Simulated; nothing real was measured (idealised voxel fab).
process module | voxel self aligned vias
Pictured: cross-section cut, 225 nm wide, on a grid of 5 nm square cells.
For the purposes of this document, a cross-section shall be understood as a grid of square cells, specified as bands listed in top-to-bottom order, each band consisting of one or more rows of cells. Within each band entry, the heights of the top and of the bottom of the band appear first, in that order and in nm; the materials of the band then follow from left to right, each with its corresponding width in nm. The designation "throughout" on a single material indicates that it fills the band from edge to edge; the designation "blank" indicates empty space. Measure heights from 0. That's the level where, below it, the as-received wafer is all one material. The lowest band is bottomless and extends downward; write it as in "top 0, no bottom". Graded width ("30 to 40"): value in top row of band = first number; value in bottom row = second number; row-to-row change constant. No cell of the cross-section changed in a step that is given as "nothing was modified". Entry "Sealed void list". Content: empty spaces with no open connection to the top, size 8 cells or greater. Each: width x height at distance. Distance: from left edge. Unit: nm. Heads up: the bit after the settings on a step's line is the simulator's remark on that step. If you see "overlay nm" on a step's line and that step has a mask, it's telling you how far right of where it was planned the mask ended up; a negative number means it went left instead.

Planned step list for the process:
| 1 | RECEIVE with material Si |
| 2 | CONFORMAL_DEP with material SiO2, thk nm 15 |
| 3 | CONFORMAL_DEP with material SiCN, thk nm 5 |
| 4 | DIRECTIONAL_DEP with material SiO2, thk nm 20 |
| 5 | DIRECTIONAL_DEP with material aC, thk nm 15 |
| 6 | PATTERN with tone open, mask id LINES, material resist, width nm 20, pitch nm 50, thk nm 35, overlay nm 0 |
| 7 | DIRECTIONAL_ETCH with etch materials aC, depth nm 15 |
| 8 | STRIP with etch materials resist |
| 9 | DIRECTIONAL_ETCH with etch materials SiO2, depth nm 20 |
| 10 | STRIP with etch materials aC |
| 11 | CONFORMAL_DEP with material TiN, thk nm 5 |
| 12 | FILL_DEP with material W, thk nm 5 |
| 13 | CMP with height nm 40 |
| 14 | SELECTIVE_ETCH with etch materials W Ru TiN, depth nm 5 |
| 15 | FILL_DEP with material SiN, thk nm 5 |
| 16 | CMP with height nm 40 |
| 17 | DIRECTIONAL_DEP with material SiO2, thk nm 15 |
| 18 | DIRECTIONAL_DEP with material aC, thk nm 15 |
| 19 | PATTERN with tone open, mask id VIAS, material resist, width nm 30, pitch nm 50, thk nm 30, overlay nm 0 |
| 20 | DIRECTIONAL_ETCH with etch materials aC, depth nm 15 |
| 21 | STRIP with etch materials resist |
| 22 | DIRECTIONAL_ETCH with etch materials SiO2, depth nm 15 |
| 23 | DIRECTIONAL_ETCH with etch materials SiN, depth nm 5 |
| 24 | STRIP with etch materials aC |
| 25 | CONFORMAL_DEP with material TiN, thk nm 5 |
| 26 | FILL_DEP with material Cu, thk nm 10 |
| 27 | CMP with height nm 55 |
| 28 | CONFORMAL_DEP with material SiCN, thk nm 5 |

Step 1 complete: cross-section of the wafer as received:
> top 0, no bottom: Si throughout
> Sealed void list: none

The cross-section shown corresponds to the wafer at the conclusion of the module. The initial structure and the process plan are those presented above; however, one mistake occurred in executing the plan:
> top 60, bottom 55: SiCN throughout
> top 55, bottom 45: SiO2=70, then TiN=5, then Cu=20, then TiN=5, then SiO2=20, then TiN=5, then Cu=20, then TiN=5, then SiO2=75
> top 45, bottom 40: SiO2=70, then TiN=30, then SiO2=20, then TiN=30, then SiO2=75
> top 40, bottom 35: SiN=70, then TiN=5, then SiO2=20, then TiN=5, then SiN=20, then TiN=5, then SiO2=20, then TiN=5, then SiN=75
> top 35, bottom 25: W=70, then TiN=5, then SiO2=20, then TiN=5, then W=20, then TiN=5, then SiO2=20, then TiN=5, then W=75
> top 25, bottom 20: TiN=75, then SiO2=20, then TiN=30, then SiO2=20, then TiN=80
> top 20, bottom 15: SiCN throughout
> top 15, bottom 0: SiO2 throughout
> top 0, no bottom: Si throughout
> Sealed void list: none
Here's what went sideways: step 6 ran differently from the plan; actual operation with settings: PATTERN with tone cover, mask id LINES, material resist, width nm 20, pitch nm 50, thk nm 35, overlay nm 0
